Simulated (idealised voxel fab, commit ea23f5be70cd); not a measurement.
Name of the process module below: voxel released beams
It is cross-section cut that appears here, measuring 145 nm in width, its square cells being 5 nm in size.
Bands, listed from the top down, are how a cross-section gets written in this document; the cross-section itself is a grid of square cells, and a band is one or more rows of them.
Band: top height; bottom height; in nm. Then, left to right: material with width in nm, for each material. "edge to edge": a single material spanning edge to edge. "air": empty space.
Counting heights begins at 0, where everything beneath is, in the wafer as received, one material. The lowest band has no bottom; it goes on downwards, as "z 0 and below" shows.
Think of "30 to 40" as a width that walks from the first number to the second as you go down the band, top row to bottom row, taking equal-sized steps from row to row.
Step note "stayed the same" = no cross-section cell changed.
"Closed void register" lists enclosed empty spaces (at least 8 cells, no open path upward to the top), each as width x height at distance from the left edge, in nm.
If you see something after the settings on a step's line, that's the simulator's own remark about that step.
overlay nm: for a step with a mask, the amount by which the mask lay right of where it was planned; a negative amount means left of it.
List of planned process steps
1 RECEIVE (material Si)
2 CONFORMAL_DEP (material Al2O3; thk nm 10)
3 DIRECTIONAL_DEP (material SiO2; thk nm 10)
4 MASKED_ETCH (tone open; mask id ANCHOR; width nm 40; etch materials SiO2; depth nm 10; overlay nm 0)
5 CONFORMAL_DEP (material SiN; thk nm 15)
6 MASKED_ETCH (tone cover; mask id BEAM; width nm 85; etch materials SiN; depth nm 15; overlay nm 0)
7 STRIP (etch materials SiO2)
First of two wafers: run as planned
Wafer at receipt (post step 1), cross-section
z 0 and below  Si edge to edge
Closed void register: none
Take a look at the wafer's cross-section after step 2
z 10 to 0  Al2O3 edge to edge
For the remainder of the cross-section, below 0, there is no change.
Take a look at the wafer's cross-section after step 3
z 20 to 10  SiO2 edge to edge
For the remainder of the cross-section, below 10, there is no change.
Take a look at the wafer's cross-section after step 4
z 20 to 10  30 nm SiO2 | 40 nm air | 75 nm SiO2
For the remainder of the cross-section, below 10, there is no change.
Take a look at the wafer's cross-section after step 5
z 35 to 25  45 nm SiN | 10 nm air | 90 nm SiN
z 25 to 20  SiN edge to edge
z 20 to 10  30 nm SiO2 | 40 nm SiN | 75 nm SiO2
For the remainder of the cross-section, below 10, there is no change.
Take a look at the wafer's cross-section after step 6
z 35 to 25  25 nm air | 20 nm SiN | 10 nm air | 55 nm SiN | 35 nm air
z 25 to 20  25 nm air | 85 nm SiN | 35 nm air
For the remainder of the cross-section, below 20, there is no change.
Take a look at the wafer's cross-section after step 7
z 35 to 25  25 nm air | 20 nm SiN | 10 nm air | 55 nm SiN | 35 nm air
z 25 to 20  25 nm air | 85 nm SiN | 35 nm air
z 20 to 10  30 nm air | 40 nm SiN | 75 nm air
For the remainder of the cross-section, below 10, there is no change.
Wafer two of two - same starting point, same process plan, one mistake in execution; matches wafer one up to and including step 2
Planned end of step 3: second wafer, cross-section
z 15 to 10  SiO2 edge to edge
For the remainder of the cross-section, below 10, there is no change.
Planned end of step 4: second wafer, cross-section
z 15 to 10  30 nm SiO2 | 40 nm air | 75 nm SiO2
For the remainder of the cross-section, below 10, there is no change.
Planned end of step 5: second wafer, cross-section
z 30 to 25  45 nm SiN | 10 nm air | 90 nm SiN
z 25 to 15  SiN edge to edge
z 15 to 10  30 nm SiO2 | 40 nm SiN | 75 nm SiO2
For the remainder of the cross-section, below 10, there is no change.
Planned end of step 6: second wafer, cross-section
z 30 to 25  25 nm air | 20 nm SiN | 10 nm air | 55 nm SiN | 35 nm air
z 25 to 15  25 nm air | 85 nm SiN | 35 nm air
For the remainder of the cross-section, below 15, there is no change.
Planned end of step 7: second wafer, cross-section
z 30 to 25  25 nm air | 20 nm SiN | 10 nm air | 55 nm SiN | 35 nm air
z 25 to 15  25 nm air | 85 nm SiN | 35 nm air
z 15 to 10  30 nm air | 40 nm SiN | 75 nm air
For the remainder of the cross-section, below 10, there is no change.
Processing error: step 3 did not happen as planned, as run it was DIRECTIONAL_DEP (material SiO2; thk nm 5)
Counted in cells at the end, the second wafer holds more or fewer of these materials than the first: 6 fewer of SiN
